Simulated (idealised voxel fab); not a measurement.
process module | voxel capacitor over wiring
cross-section cut | 295 nm wide | cells 5 nm
A cross-section is a grid of square cells, given in bands from the top down. A band is one or more rows of cells.
Each band's line starts with the height of the band's top and of its bottom, in nm. Then come its materials from left to right, each with its width in nm. One material with "throughout" fills the band from edge to edge. "air" is empty space.
Height 0 is the level under which the wafer as received is all one material. The lowest band goes on downwards, as in "0 down".
A width such as "30 to 40" changes by the same amount from each row of cells to the next, from the band's top row to its bottom row.
"no change" after a step means that no cell of the cross-section changed.
closed voids: empty space of 8 cells or more with no open way to the top, each as width x height at its distance from the left edge, in nm
after a step's settings: what the simulator itself notes on the step
overlay nm, on a step with a mask: how far to the right of its planned place the mask lay; to the left if negative
plan
1 op RECEIVE | material Si
2 op CONFORMAL_DEP | material SiO2 | thk nm 15
3 op DIRECTIONAL_DEP | material TiN | thk nm 5
4 op DIRECTIONAL_DEP | material W | thk nm 25
5 op MASKED_ETCH | tone cover | mask id METAL_1 | width nm 25 | pitch nm 90 | etch materials W | depth nm 25 | overlay nm 0
6 op MASKED_ETCH | tone cover | mask id METAL_1 | width nm 25 | pitch nm 90 | etch materials TiN | depth nm 5 | overlay nm 0
7 op FILL_DEP | material SiO2 | thk nm 5
8 op CMP | height nm 45
9 op CONFORMAL_DEP | material SiCN | thk nm 5
10 op DIRECTIONAL_DEP | material SiO2 | thk nm 10
11 op PATTERN | tone open | mask id PLUG_1 | material resist | width nm 15 | thk nm 15 | overlay nm 0
12 op DIRECTIONAL_ETCH | etch materials SiO2 | depth nm 10
13 op DIRECTIONAL_ETCH | etch materials SiCN | depth nm 5
14 op STRIP | etch materials resist
15 op EPI | material Ru | thk nm 10
16 op EPI | material Ru | thk nm 5
17 op DIRECTIONAL_DEP | material TiN | thk nm 5
18 op DIRECTIONAL_DEP | material Al2O3 | thk nm 5
19 op DIRECTIONAL_DEP | material TiN | thk nm 10
20 op PATTERN | tone cover | mask id UPPER_PLATE | material resist | width nm 70 | thk nm 15 | overlay nm 0
21 op DIRECTIONAL_ETCH | etch materials TiN | depth nm 10
22 op DIRECTIONAL_ETCH | etch materials Al2O3 | depth nm 5
23 op STRIP | etch materials resist
24 op MASKED_ETCH | tone cover | mask id LOWER_PLATE | width nm 80 | etch materials TiN | depth nm 5 | overlay nm 0
25 op FILL_DEP | material SiO2 | thk nm 20
26 op CMP | height nm 95
27 op PATTERN | tone open | mask id PLUG_2 | material resist | width nm 15 | thk nm 15 | overlay nm 0
28 op DIRECTIONAL_ETCH | etch materials SiO2 | depth nm 15
29 op STRIP | etch materials resist
30 op CONFORMAL_DEP | material TiN | thk nm 5
31 op FILL_DEP | material Cu | thk nm 10
32 op CMP | height nm 95
33 op CONFORMAL_DEP | material SiCN | thk nm 5
first wafer, as planned
as received, after step 1
  0 down: Si throughout
  closed voids: none
after step 2
  15 to 0: SiO2 throughout
  below 0: unchanged
after step 3
  20 to 15: TiN throughout
  below 15: unchanged
after step 4
  45 to 20: W throughout
  below 20: unchanged
after step 5
  45 to 20: air 90 | W 25 | air 65 | W 25 | air 90
  below 20: unchanged
after step 6
  45 to 20: air 90 | W 25 | air 65 | W 25 | air 90
  20 to 15: air 90 | TiN 25 | air 65 | TiN 25 | air 90
  below 15: unchanged
after step 7
  50 to 45: SiO2 throughout
  45 to 20: SiO2 90 | W 25 | SiO2 65 | W 25 | SiO2 90
  20 to 15: SiO2 90 | TiN 25 | SiO2 65 | TiN 25 | SiO2 90
  below 15: unchanged
after step 8
  45 to 20: SiO2 90 | W 25 | SiO2 65 | W 25 | SiO2 90
  below 20: unchanged
after step 9
  50 to 45: SiCN throughout
  below 45: unchanged
after step 10
  60 to 50: SiO2 throughout
  below 50: unchanged
after step 11
  75 to 60: resist 100 | air 15 | resist 180
  below 60: unchanged
after step 12
  75 to 60: resist 100 | air 15 | resist 180
  60 to 50: SiO2 100 | air 15 | SiO2 180
  below 50: unchanged
after step 13
  75 to 60: resist 100 | air 15 | resist 180
  60 to 50: SiO2 100 | air 15 | SiO2 180
  50 to 45: SiCN 100 | air 15 | SiCN 180
  below 45: unchanged
after step 14
  60 to 50: SiO2 100 | air 15 | SiO2 180
  below 50: unchanged
after step 15
  60 to 55: SiO2 100 | air 15 | SiO2 180
  55 to 50: SiO2 100 | Ru 15 | SiO2 180
  50 to 45: SiCN 100 | Ru 15 | SiCN 180
  below 45: unchanged
after step 16
  60 to 50: SiO2 100 | Ru 15 | SiO2 180
  below 50: unchanged
after step 17
  65 to 60: TiN throughout
  below 60: unchanged
after step 18
  70 to 65: Al2O3 throughout
  below 65: unchanged
after step 19
  80 to 70: TiN throughout
  below 70: unchanged
after step 20
  95 to 80: air 100 | resist 70 | air 125
  below 80: unchanged
after step 21
  95 to 80: air 100 | resist 70 | air 125
  80 to 70: air 100 | TiN 70 | air 125
  below 70: unchanged
after step 22
  95 to 80: air 100 | resist 70 | air 125
  80 to 70: air 100 | TiN 70 | air 125
  70 to 65: air 100 | Al2O3 70 | air 125
  below 65: unchanged
after step 23
  80 to 70: air 100 | TiN 70 | air 125
  below 70: unchanged
after step 24
  80 to 70: air 100 | TiN 70 | air 125
  70 to 65: air 100 | Al2O3 70 | air 125
  65 to 60: air 95 | TiN 80 | air 120
  below 60: unchanged
after step 25
  100 to 80: SiO2 throughout
  80 to 70: SiO2 100 | TiN 70 | SiO2 125
  70 to 65: SiO2 100 | Al2O3 70 | SiO2 125
  65 to 60: SiO2 95 | TiN 80 | SiO2 120
  below 60: unchanged
after step 26
  95 to 80: SiO2 throughout
  below 80: unchanged
after step 27
  110 to 95: resist 110 | air 15 | resist 170
  below 95: unchanged
after step 28
  110 to 95: resist 110 | air 15 | resist 170
  95 to 80: SiO2 110 | air 15 | SiO2 170
  below 80: unchanged
after step 29
  95 to 80: SiO2 110 | air 15 | SiO2 170
  below 80: unchanged
after step 30
  100 to 95: TiN 115 | air 5 | TiN 175
  95 to 85: SiO2 110 | TiN 5 | air 5 | TiN 5 | SiO2 170
  85 to 80: SiO2 110 | TiN 15 | SiO2 170
  below 80: unchanged
after step 31
  110 to 100: Cu throughout
  100 to 95: TiN 115 | Cu 5 | TiN 175
  95 to 85: SiO2 110 | TiN 5 | Cu 5 | TiN 5 | SiO2 170
  below 85: unchanged
after step 32
  95 to 85: SiO2 110 | TiN 5 | Cu 5 | TiN 5 | SiO2 170
  below 85: unchanged
after step 33
  100 to 95: SiCN throughout
  below 95: unchanged
second wafer: like start, like plan, one mistake. Through step 17 it matches the first wafer
when step 18 should have ended: no change
when step 19 should have ended
  75 to 60: TiN throughout
  below 60: unchanged
when step 20 should have ended
  90 to 75: air 100 | resist 70 | air 125
  below 75: unchanged
when step 21 should have ended
  90 to 75: air 100 | resist 70 | air 125
  75 to 65: air 100 | TiN 70 | air 125
  below 65: unchanged
when step 22 should have ended: no change
when step 23 should have ended
  75 to 65: air 100 | TiN 70 | air 125
  below 65: unchanged
when step 24 should have ended
  75 to 65: air 100 | TiN 70 | air 125
  65 to 60: air 95 | TiN 80 | air 120
  below 60: unchanged
when step 25 should have ended
  95 to 75: SiO2 throughout
  75 to 65: SiO2 100 | TiN 70 | SiO2 125
  65 to 60: SiO2 95 | TiN 80 | SiO2 120
  below 60: unchanged
when step 26 should have ended: no change
when step 27 should have ended
  110 to 95: resist 110 | air 15 | resist 170
  below 95: unchanged
when step 28 should have ended
  110 to 95: resist 110 | air 15 | resist 170
  95 to 80: SiO2 110 | air 15 | SiO2 170
  below 80: unchanged
when step 29 should have ended
  95 to 80: SiO2 110 | air 15 | SiO2 170
  below 80: unchanged
when step 30 should have ended
  100 to 95: TiN 115 | air 5 | TiN 175
  95 to 85: SiO2 110 | TiN 5 | air 5 | TiN 5 | SiO2 170
  85 to 80: SiO2 110 | TiN 15 | SiO2 170
  below 80: unchanged
when step 31 should have ended
  110 to 100: Cu throughout
  100 to 95: TiN 115 | Cu 5 | TiN 175
  95 to 85: SiO2 110 | TiN 5 | Cu 5 | TiN 5 | SiO2 170
  below 85: unchanged
when step 32 should have ended
  95 to 85: SiO2 110 | TiN 5 | Cu 5 | TiN 5 | SiO2 170
  below 85: unchanged
when step 33 should have ended
  100 to 95: SiCN throughout
  below 95: unchanged
what went wrong: step 18 was left out
at the end the second wafer has, in cells: 14 fewer of Al2O3 | 14 more of SiO2
